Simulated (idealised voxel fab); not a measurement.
process module | voxel self aligned vias
cross-section cut | 280 nm wide | cells 5 nm
A cross-section is a grid of square cells, given in bands from the top down. A band is one or more rows of cells.
Each band's line starts with the height of the band's top and of its bottom, in nm. Then come its materials from left to right, each with its width in nm. One material with "throughout" fills the band from edge to edge. "air" is empty space.
Height 0 is the level under which the wafer as received is all one material. The lowest band goes on downwards, as in "0 down".
A width such as "30 to 40" changes by the same amount from each row of cells to the next, from the band's top row to its bottom row.
"no change" after a step means that no cell of the cross-section changed.
closed voids: empty space of 8 cells or more with no open way to the top, each as width x height at its distance from the left edge, in nm
after a step's settings: what the simulator itself notes on the step
overlay nm, on a step with a mask: how far to the right of its planned place the mask lay; to the left if negative
plan
1 op RECEIVE | material Si
2 op CONFORMAL_DEP | material SiO2 | thk nm 15
3 op CONFORMAL_DEP | material SiCN | thk nm 5
4 op DIRECTIONAL_DEP | material SiO2 | thk nm 30
5 op PATTERN | tone open | mask id LINES | material resist | width nm 30 | pitch nm 70 | thk nm 20 | overlay nm 0
6 op DIRECTIONAL_ETCH | etch materials SiO2 | depth nm 30
7 op STRIP | etch materials resist
8 op CONFORMAL_DEP | material TiN | thk nm 5
9 op FILL_DEP | material Ru | thk nm 5
10 op CMP | height nm 50
11 op SELECTIVE_ETCH | etch materials W Ru TiN | depth nm 10
12 op FILL_DEP | material SiN | thk nm 5
13 op CMP | height nm 50
14 op DIRECTIONAL_DEP | material SiO2 | thk nm 15
15 op MASKED_ETCH | tone open | mask id VIAS | width nm 50 | pitch nm 70 | etch materials SiO2 | depth nm 15 | overlay nm 0
16 op MASKED_ETCH | tone open | mask id VIAS | width nm 50 | pitch nm 70 | etch materials SiN | depth nm 10 | overlay nm 0
17 op CONFORMAL_DEP | material TiN | thk nm 5
18 op FILL_DEP | material Ru | thk nm 5
19 op CMP | height nm 65
20 op CONFORMAL_DEP | material SiN | thk nm 5
as received, after step 1
  0 down: Si throughout
  closed voids: none
first wafer at the end, as planned
  70 to 65: SiN throughout
  65 to 55: SiO2 45 | TiN 5 | Ru 40 | TiN 5 | SiO2 20 | TiN 5 | Ru 40 | TiN 5 | SiO2 20 | TiN 5 | Ru 40 | TiN 5 | SiO2 45
  55 to 45: SiO2 45 to 55 | TiN 15 to 5 | Ru 20 | TiN 15 to 5 | SiO2 20 to 40 | TiN 15 to 5 | Ru 20 | TiN 15 to 5 | SiO2 20 to 40 | TiN 15 to 5 | Ru 20 | TiN 15 to 5 | SiO2 45 to 55
  45 to 40: SiO2 55 | TiN 30 | SiO2 40 | TiN 30 | SiO2 40 | TiN 30 | SiO2 55
  40 to 25: SiO2 55 | TiN 5 | Ru 20 | TiN 5 | SiO2 40 | TiN 5 | Ru 20 | TiN 5 | SiO2 40 | TiN 5 | Ru 20 | TiN 5 | SiO2 55
  25 to 20: SiO2 55 | TiN 30 | SiO2 40 | TiN 30 | SiO2 40 | TiN 30 | SiO2 55
  20 to 15: SiCN throughout
  15 to 0: SiO2 throughout
  0 down: Si throughout
  closed voids: none
second wafer at the end: like start, like plan, one mistake
  70 to 65: SiN throughout
  65 to 55: SiO2 45 | TiN 5 | Ru 40 | TiN 5 | SiO2 20 | TiN 5 | Ru 40 | TiN 5 | SiO2 20 | TiN 5 | Ru 40 | TiN 5 | SiO2 45
  55 to 50: SiO2 45 | TiN 50 | SiO2 20 | TiN 50 | SiO2 20 | TiN 50 | SiO2 45
  50 to 45: SiCN throughout
  45 to 0: SiO2 throughout
  0 down: Si throughout
  closed voids: none
what went wrong: steps 3 and 4 were swapped
at the end the second wafer has, in cells: 60 fewer of Ru | 108 more of SiO2 | 48 fewer of TiN
